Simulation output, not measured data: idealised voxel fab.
process module | voxel self aligned contacts
cross-section cut | 250 nm wide | cells 5 nm
A cross-section is a grid of square cells, given in bands from the top down. A band is one or more rows of cells.
Each band's line starts with the height of the band's top and of its bottom, in nm. Then come its materials from left to right, each with its width in nm. One material with "throughout" fills the band from edge to edge. "air" is empty space.
Height 0 is the level under which the wafer as received is all one material. The lowest band goes on downwards, as in "0 down".
A width such as "30 to 40" changes by the same amount from each row of cells to the next, from the band's top row to its bottom row.
"no change" after a step means that no cell of the cross-section changed.
closed voids: empty space of 8 cells or more with no open way to the top, each as width x height at its distance from the left edge, in nm
after a step's settings: what the simulator itself notes on the step
overlay nm, on a step with a mask: how far to the right of its planned place the mask lay; to the left if negative
plan
1 op RECEIVE | material Si
2 op CONFORMAL_DEP | material SiO2 | thk nm 5
3 op DIRECTIONAL_DEP | material polySi | thk nm 30
4 op DIRECTIONAL_DEP | material SiN | thk nm 20
5 op MASKED_ETCH | tone cover | mask id GATE | width nm 25 | pitch nm 65 | etch materials SiN | depth nm 20 | overlay nm 0
6 op MASKED_ETCH | tone cover | mask id GATE | width nm 25 | pitch nm 65 | etch materials polySi | depth nm 30 | overlay nm 0
7 op CONFORMAL_DEP | material SiN | thk nm 10
8 op DIRECTIONAL_ETCH | etch materials SiN | depth nm 10
9 op FILL_DEP | material SiO2 | thk nm 15
10 op CMP | height nm 60
11 op PATTERN | tone open | mask id CONTACT | material resist | width nm 50 | pitch nm 65 | thk nm 20 | overlay nm 0
12 op DIRECTIONAL_ETCH | etch materials SiO2 | depth nm 60
13 op STRIP | etch materials resist
14 op CONFORMAL_DEP | material TiN | thk nm 5
15 op FILL_DEP | material W | thk nm 5
16 op CMP | height nm 60
17 op CONFORMAL_DEP | material SiN | thk nm 5
first wafer, as planned
as received, after step 1
  0 down: Si throughout
  closed voids: none
after step 2
  5 to 0: SiO2 throughout
  below 0: unchanged
after step 3
  35 to 5: polySi throughout
  below 5: unchanged
after step 4
  55 to 35: SiN throughout
  below 35: unchanged
after step 5
  55 to 35: air 45 | SiN 25 | air 40 | SiN 25 | air 40 | SiN 25 | air 50
  below 35: unchanged
after step 6
  55 to 35: air 45 | SiN 25 | air 40 | SiN 25 | air 40 | SiN 25 | air 50
  35 to 5: air 45 | polySi 25 | air 40 | polySi 25 | air 40 | polySi 25 | air 50
  below 5: unchanged
after step 7
  65 to 35: air 35 | SiN 45 | air 20 | SiN 45 | air 20 | SiN 45 | air 40
  35 to 15: air 35 | SiN 10 | polySi 25 | SiN 10 | air 20 | SiN 10 | polySi 25 | SiN 10 | air 20 | SiN 10 | polySi 25 | SiN 10 | air 40
  15 to 5: SiN 45 | polySi 25 | SiN 40 | polySi 25 | SiN 40 | polySi 25 | SiN 50
  below 5: unchanged
after step 8
  55 to 35: air 35 | SiN 45 | air 20 | SiN 45 | air 20 | SiN 45 | air 40
  35 to 5: air 35 | SiN 10 | polySi 25 | SiN 10 | air 20 | SiN 10 | polySi 25 | SiN 10 | air 20 | SiN 10 | polySi 25 | SiN 10 | air 40
  below 5: unchanged
after step 9
  70 to 55: SiO2 throughout
  55 to 35: SiO2 35 | SiN 45 | SiO2 20 | SiN 45 | SiO2 20 | SiN 45 | SiO2 40
  35 to 5: SiO2 35 | SiN 10 | polySi 25 | SiN 10 | SiO2 20 | SiN 10 | polySi 25 | SiN 10 | SiO2 20 | SiN 10 | polySi 25 | SiN 10 | SiO2 40
  below 5: unchanged
after step 10
  60 to 55: SiO2 throughout
  below 55: unchanged
after step 11
  80 to 60: resist 65 | air 50 | resist 15 | air 50 | resist 70
  below 60: unchanged
after step 12
  80 to 60: resist 65 | air 50 | resist 15 | air 50 | resist 70
  60 to 55: SiO2 65 | air 50 | SiO2 15 | air 50 | SiO2 70
  55 to 35: SiO2 35 | SiN 45 | air 20 | SiN 45 | air 20 | SiN 45 | SiO2 40
  35 to 5: SiO2 35 | SiN 10 | polySi 25 | SiN 10 | air 20 | SiN 10 | polySi 25 | SiN 10 | air 20 | SiN 10 | polySi 25 | SiN 10 | SiO2 40
  5 to 0: SiO2 80 | air 20 | SiO2 45 | air 20 | SiO2 85
  below 0: unchanged
after step 13
  60 to 55: SiO2 65 | air 50 | SiO2 15 | air 50 | SiO2 70
  below 55: unchanged
after step 14
  65 to 60: TiN 70 | air 40 | TiN 25 | air 40 | TiN 75
  60 to 55: SiO2 65 | TiN 20 | air 10 | TiN 20 | SiO2 15 | TiN 20 | air 10 | TiN 20 | SiO2 70
  55 to 35: SiO2 35 | SiN 45 | TiN 5 | air 10 | TiN 5 | SiN 45 | TiN 5 | air 10 | TiN 5 | SiN 45 | SiO2 40
  35 to 5: SiO2 35 | SiN 10 | polySi 25 | SiN 10 | TiN 5 | air 10 | TiN 5 | SiN 10 | polySi 25 | SiN 10 | TiN 5 | air 10 | TiN 5 | SiN 10 | polySi 25 | SiN 10 | SiO2 40
  5 to 0: SiO2 80 | TiN 20 | SiO2 45 | TiN 20 | SiO2 85
  below 0: unchanged
after step 15
  70 to 65: W throughout
  65 to 60: TiN 70 | W 40 | TiN 25 | W 40 | TiN 75
  60 to 55: SiO2 65 | TiN 20 | W 10 | TiN 20 | SiO2 15 | TiN 20 | W 10 | TiN 20 | SiO2 70
  55 to 35: SiO2 35 | SiN 45 | TiN 5 | W 10 | TiN 5 | SiN 45 | TiN 5 | W 10 | TiN 5 | SiN 45 | SiO2 40
  35 to 5: SiO2 35 | SiN 10 | polySi 25 | SiN 10 | TiN 5 | W 10 | TiN 5 | SiN 10 | polySi 25 | SiN 10 | TiN 5 | W 10 | TiN 5 | SiN 10 | polySi 25 | SiN 10 | SiO2 40
  below 5: unchanged
after step 16
  60 to 55: SiO2 65 | TiN 20 | W 10 | TiN 20 | SiO2 15 | TiN 20 | W 10 | TiN 20 | SiO2 70
  below 55: unchanged
after step 17
  65 to 60: SiN throughout
  below 60: unchanged
second wafer: like start, like plan, one mistake. Through step 6 it matches the first wafer
when step 7 should have ended: no change
when step 8 should have ended
  45 to 35: air 45 | SiN 25 | air 40 | SiN 25 | air 40 | SiN 25 | air 50
  below 35: unchanged
when step 9 should have ended
  60 to 45: SiO2 throughout
  45 to 35: SiO2 45 | SiN 25 | SiO2 40 | SiN 25 | SiO2 40 | SiN 25 | SiO2 50
  35 to 5: SiO2 45 | polySi 25 | SiO2 40 | polySi 25 | SiO2 40 | polySi 25 | SiO2 50
  below 5: unchanged
when step 10 should have ended: no change
when step 11 should have ended
  80 to 60: resist 65 | air 50 | resist 15 | air 50 | resist 70
  below 60: unchanged
when step 12 should have ended
  80 to 60: resist 65 | air 50 | resist 15 | air 50 | resist 70
  60 to 45: SiO2 65 | air 50 | SiO2 15 | air 50 | SiO2 70
  45 to 35: SiO2 45 | SiN 25 | air 40 | SiN 25 | air 40 | SiN 25 | SiO2 50
  35 to 5: SiO2 45 | polySi 25 | air 40 | polySi 25 | air 40 | polySi 25 | SiO2 50
  5 to 0: SiO2 70 | air 40 | SiO2 25 | air 40 | SiO2 75
  below 0: unchanged
when step 13 should have ended
  60 to 45: SiO2 65 | air 50 | SiO2 15 | air 50 | SiO2 70
  below 45: unchanged
when step 14 should have ended
  65 to 60: TiN 70 | air 40 | TiN 25 | air 40 | TiN 75
  60 to 50: SiO2 65 | TiN 5 | air 40 | TiN 5 | SiO2 15 | TiN 5 | air 40 | TiN 5 | SiO2 70
  50 to 45: SiO2 65 | TiN 10 | air 30 | TiN 10 | SiO2 15 | TiN 10 | air 30 | TiN 10 | SiO2 70
  45 to 35: SiO2 45 | SiN 25 | TiN 5 | air 30 | TiN 5 | SiN 25 | TiN 5 | air 30 | TiN 5 | SiN 25 | SiO2 50
  35 to 5: SiO2 45 | polySi 25 | TiN 5 | air 30 | TiN 5 | polySi 25 | TiN 5 | air 30 | TiN 5 | polySi 25 | SiO2 50
  5 to 0: SiO2 70 | TiN 40 | SiO2 25 | TiN 40 | SiO2 75
  below 0: unchanged
when step 15 should have ended
  70 to 65: W throughout
  65 to 60: TiN 70 | W 40 | TiN 25 | W 40 | TiN 75
  60 to 50: SiO2 65 | TiN 5 | W 40 | TiN 5 | SiO2 15 | TiN 5 | W 40 | TiN 5 | SiO2 70
  50 to 45: SiO2 65 | TiN 10 | W 30 | TiN 10 | SiO2 15 | TiN 10 | W 30 | TiN 10 | SiO2 70
  45 to 35: SiO2 45 | SiN 25 | TiN 5 | W 30 | TiN 5 | SiN 25 | TiN 5 | W 30 | TiN 5 | SiN 25 | SiO2 50
  35 to 5: SiO2 45 | polySi 25 | TiN 5 | W 30 | TiN 5 | polySi 25 | TiN 5 | W 30 | TiN 5 | polySi 25 | SiO2 50
  below 5: unchanged
when step 16 should have ended
  60 to 50: SiO2 65 | TiN 5 | W 40 | TiN 5 | SiO2 15 | TiN 5 | W 40 | TiN 5 | SiO2 70
  below 50: unchanged
when step 17 should have ended
  65 to 60: SiN throughout
  below 60: unchanged
what went wrong: step 7 was left out
at the end the second wafer has, in cells: 150 fewer of SiN | 54 more of SiO2 | 96 more of W
